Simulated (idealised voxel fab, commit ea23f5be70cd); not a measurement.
process module | voxel released beams
cross-section cut | 270 nm wide | cells 5 nm
A cross-section is a grid of square cells, given in bands from the top down. A band is one or more rows of cells.
Each band's line starts with the height of the band's top and of its bottom, in nm. Then come its materials from left to right, each with its width in nm. One material with "throughout" fills the band from edge to edge. "air" is empty space.
Height 0 is the level under which the wafer as received is all one material. The lowest band goes on downwards, as in "0 down".
A width such as "30 to 40" changes by the same amount from each row of cells to the next, from the band's top row to its bottom row.
"no change" after a step means that no cell of the cross-section changed.
closed voids: empty space of 8 cells or more with no open way to the top, each as width x height at its distance from the left edge, in nm
after a step's settings: what the simulator itself notes on the step
overlay nm, on a step with a mask: how far to the right of its planned place the mask lay; to the left if negative
plan
1 op RECEIVE | material Si
2 op CONFORMAL_DEP | material Al2O3 | thk nm 10
3 op DIRECTIONAL_DEP | material SiO2 | thk nm 10
4 op PATTERN | tone open | mask id ANCHOR | material resist | width nm 40 | thk nm 20 | overlay nm 0
5 op DIRECTIONAL_ETCH | etch materials SiO2 | depth nm 10
6 op STRIP | etch materials resist
7 op CONFORMAL_DEP | material SiN | thk nm 15
8 op DIRECTIONAL_DEP | material aC | thk nm 15
9 op PATTERN | tone cover | mask id BEAM | material resist | width nm 110 | thk nm 35 | overlay nm 0
10 op DIRECTIONAL_ETCH | etch materials aC | depth nm 15
11 op STRIP | etch materials resist
12 op DIRECTIONAL_ETCH | etch materials SiN | depth nm 15
13 op STRIP | etch materials aC
14 op STRIP | etch materials SiO2
as received, after step 1
  0 down: Si throughout
  closed voids: none
first wafer at the end, as planned
  35 to 25: air 75 | SiN 20 | air 10 | SiN 80 | air 85
  25 to 20: air 75 | SiN 110 | air 85
  20 to 10: air 80 | SiN 40 | air 150
  10 to 0: Al2O3 throughout
  0 down: Si throughout
  closed voids: none
second wafer at the end: like start, like plan, one mistake
  20 to 10: SiO2 80 | air 40 | SiO2 150
  10 to 0: Al2O3 throughout
  0 down: Si throughout
  closed voids: none
what went wrong: step 14 ran as: op STRIP | etch materials SiN
at the end the second wafer has, in cells: 78 fewer of SiN | 92 more of SiO2
